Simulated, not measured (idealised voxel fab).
process module | voxel transistor to metal
cross-section cut | 140 nm wide | cells 5 nm
A cross-section is a grid of square cells, given in bands from the top down. A band is one or more rows of cells.
Each band's line starts with the height of the band's top and of its bottom, in nm. Then come its materials from left to right, each with its width in nm. One material with "throughout" fills the band from edge to edge. "air" is empty space.
Height 0 is the level under which the wafer as received is all one material. The lowest band goes on downwards, as in "0 down".
A width such as "30 to 40" changes by the same amount from each row of cells to the next, from the band's top row to its bottom row.
"no change" after a step means that no cell of the cross-section changed.
closed voids: empty space of 8 cells or more with no open way to the top, each as width x height at its distance from the left edge, in nm
after a step's settings: what the simulator itself notes on the step
overlay nm, on a step with a mask: how far to the right of its planned place the mask lay; to the left if negative
plan
1 op RECEIVE | material Si
2 op OXIDIZE | depth nm 5
3 op CONFORMAL_DEP | material SiN | thk nm 10
4 op MASKED_ETCH | tone cover | mask id ACTIVE | width nm 105 | etch materials SiN | depth nm 10 | overlay nm 0
5 op MASKED_ETCH | tone cover | mask id ACTIVE | width nm 105 | etch materials SiO2 | depth nm 5 | overlay nm 0
6 op MASKED_ETCH | tone cover | mask id ACTIVE | width nm 105 | etch materials Si | depth nm 30 | overlay nm 0
7 op OXIDIZE | depth nm 5
8 op FILL_DEP | material SiO2 | thk nm 15
9 op CMP | height nm 10
10 op SELECTIVE_ETCH | etch materials SiO2 | depth nm 5
11 op STRIP | etch materials SiN
12 op SELECTIVE_ETCH | etch materials SiO2 | depth nm 5
13 op OXIDIZE | depth nm 5
14 op DIRECTIONAL_DEP | material polySi | thk nm 20
15 op DIRECTIONAL_DEP | material SiCN | thk nm 15
16 op DIRECTIONAL_DEP | material aC | thk nm 10
17 op PATTERN | tone cover | mask id GATE | material resist | width nm 25 | thk nm 25 | overlay nm 0
18 op DIRECTIONAL_ETCH | etch materials aC | depth nm 10
19 op STRIP | etch materials resist
20 op DIRECTIONAL_ETCH | etch materials SiCN | depth nm 25
21 op DIRECTIONAL_ETCH | etch materials polySi | depth nm 30
22 op STRIP | etch materials aC
23 op CONFORMAL_DEP | material SiN | thk nm 5
24 op DIRECTIONAL_ETCH | etch materials SiN | depth nm 5
25 op DIRECTIONAL_ETCH | etch materials SiO2 | depth nm 5
26 op DIRECTIONAL_ETCH | etch materials Si | depth nm 5
27 op EPI | material pSi | thk nm 10
28 op FILL_DEP | material SiO2 | thk nm 10
29 op CMP | height nm 15
30 op STRIP | etch materials polySi
31 op SELECTIVE_ETCH | etch materials SiO2 | depth nm 5
32 op CONFORMAL_DEP | material HfO2 | thk nm 5
33 op CONFORMAL_DEP | material TiN | thk nm 5
34 op FILL_DEP | material W | thk nm 5
35 op CMP | height nm 10
36 op DIRECTIONAL_DEP | material SiO2 | thk nm 10
37 op PATTERN | tone open | mask id CONTACT | material resist | width nm 15 | pitch nm 80 | thk nm 15 | overlay nm 0
38 op DIRECTIONAL_ETCH | etch materials SiO2 | depth nm 25
39 op STRIP | etch materials resist
40 op CONFORMAL_DEP | material TiN | thk nm 5
41 op FILL_DEP | material Ru | thk nm 10
42 op CMP | height nm 20
43 op CONFORMAL_DEP | material SiCN | thk nm 5
44 op DIRECTIONAL_DEP | material lowk | thk nm 20
45 op DIRECTIONAL_DEP | material aC | thk nm 15
46 op PATTERN | tone open | mask id METAL_1 | material resist | width nm 15 | pitch nm 80 | thk nm 30 | overlay nm 0
47 op DIRECTIONAL_ETCH | etch materials aC | depth nm 15
48 op STRIP | etch materials resist
49 op DIRECTIONAL_ETCH | etch materials lowk | depth nm 20
50 op DIRECTIONAL_ETCH | etch materials SiCN | depth nm 5
51 op STRIP | etch materials aC
52 op CONFORMAL_DEP | material TiN | thk nm 5
53 op FILL_DEP | material Cu | thk nm 5
54 op CMP | height nm 45
55 op CONFORMAL_DEP | material SiCN | thk nm 5
56 op DIRECTIONAL_DEP | material lowk | thk nm 35
57 op PATTERN | tone open | mask id METAL_2 | material resist | width nm 15 | pitch nm 80 | thk nm 15 | overlay nm 0
58 op DIRECTIONAL_ETCH | etch materials lowk | depth nm 20
59 op STRIP | etch materials resist
60 op MASKED_ETCH | tone open | mask id METAL_2_HOLES | width nm 15 | pitch nm 80 | etch materials lowk | depth nm 15 | overlay nm 0
61 op MASKED_ETCH | tone open | mask id METAL_2_HOLES | width nm 15 | pitch nm 80 | etch materials SiCN | depth nm 5 | overlay nm 0
62 op CONFORMAL_DEP | material TiN | thk nm 5
63 op FILL_DEP | material Ru | thk nm 10
64 op CMP | height nm 85
65 op CONFORMAL_DEP | material SiCN | thk nm 5
as received, after step 1
  0 down: Si throughout
  closed voids: none
first wafer at the end, as planned
  90 to 85: SiCN throughout
  85 to 50: lowk 20 | TiN 5 | Ru 5 | TiN 5 | lowk 65 | TiN 5 | Ru 5 | TiN 5 | lowk 25
  50 to 45: SiCN 20 | TiN 15 | SiCN 65 | TiN 15 | SiCN 25
  45 to 25: lowk 20 | TiN 5 | Cu 5 | TiN 5 | lowk 65 | TiN 5 | Cu 5 | TiN 5 | lowk 25
  25 to 20: SiCN 20 | TiN 15 | SiCN 65 | TiN 15 | SiCN 25
  20 to 10: SiO2 20 | TiN 5 | Ru 5 | TiN 5 | SiO2 65 | TiN 5 | Ru 5 | TiN 5 | SiO2 25
  10 to 0: SiO2 20 | TiN 5 | Ru 5 | TiN 5 | SiO2 15 | SiN 5 | HfO2 5 | TiN 5 | W 5 | TiN 5 | HfO2 5 | SiN 5 | SiO2 15 | TiN 5 | Ru 5 | TiN 5 | SiO2 25
  0 to -5: SiO2 10 | SiN 5 | SiO2 5 | TiN 15 | SiO2 5 | pSi 10 | SiN 5 | HfO2 5 | TiN 15 | HfO2 5 | SiN 5 | pSi 10 | SiO2 5 | TiN 15 | SiO2 5 | SiN 5 | SiO2 15
  -5 to -10: SiO2 15 | pSi 35 | HfO2 35 | pSi 35 | SiO2 20
  -10 to -15: SiO2 20 | pSi 30 | Si 35 | pSi 30 | SiO2 25
  -15 to -40: SiO2 20 | Si 95 | SiO2 25
  -40 down: Si throughout
  closed voids: none
second wafer at the end: like start, like plan, one mistake
  90 to 85: SiCN throughout
  85 to 75: lowk 15 | TiN 5 | Ru 10 | TiN 5 | lowk 60 | TiN 5 | Ru 10 | TiN 5 | lowk 25
  75 to 70: lowk 15 | TiN 10 | Ru 5 | TiN 5 | lowk 60 | TiN 10 | Ru 5 | TiN 5 | lowk 25
  70 to 65: lowk 20 | TiN 15 | lowk 65 | TiN 15 | lowk 25
  65 to 50: lowk 20 | TiN 10 | lowk 70 | TiN 10 | lowk 30
  50 to 45: SiCN 20 | TiN 10 | SiCN 70 | TiN 10 | SiCN 30
  45 to 25: lowk 20 | TiN 5 | Cu 5 | TiN 5 | lowk 65 | TiN 5 | Cu 5 | TiN 5 | lowk 25
  25 to 20: SiCN 20 | TiN 15 | SiCN 65 | TiN 15 | SiCN 25
  20 to 10: SiO2 20 | TiN 5 | Ru 5 | TiN 5 | SiO2 65 | TiN 5 | Ru 5 | TiN 5 | SiO2 25
  10 to 0: SiO2 20 | TiN 5 | Ru 5 | TiN 5 | SiO2 15 | SiN 5 | HfO2 5 | TiN 5 | W 5 | TiN 5 | HfO2 5 | SiN 5 | SiO2 15 | TiN 5 | Ru 5 | TiN 5 | SiO2 25
  0 to -5: SiO2 10 | SiN 5 | SiO2 5 | TiN 15 | SiO2 5 | pSi 10 | SiN 5 | HfO2 5 | TiN 15 | HfO2 5 | SiN 5 | pSi 10 | SiO2 5 | TiN 15 | SiO2 5 | SiN 5 | SiO2 15
  -5 to -10: SiO2 15 | pSi 35 | HfO2 35 | pSi 35 | SiO2 20
  -10 to -15: SiO2 20 | pSi 30 | Si 35 | pSi 30 | SiO2 25
  -15 to -40: SiO2 20 | Si 95 | SiO2 25
  -40 down: Si throughout
  closed voids: none
what went wrong: step 60 ran as: op MASKED_ETCH | tone open | mask id METAL_2_HOLES | width nm 15 | pitch nm 80 | etch materials lowk | depth nm 15 | overlay nm -5
at the end the second wafer has, in cells: 4 fewer of Ru | 2 more of SiCN | 2 more of TiN
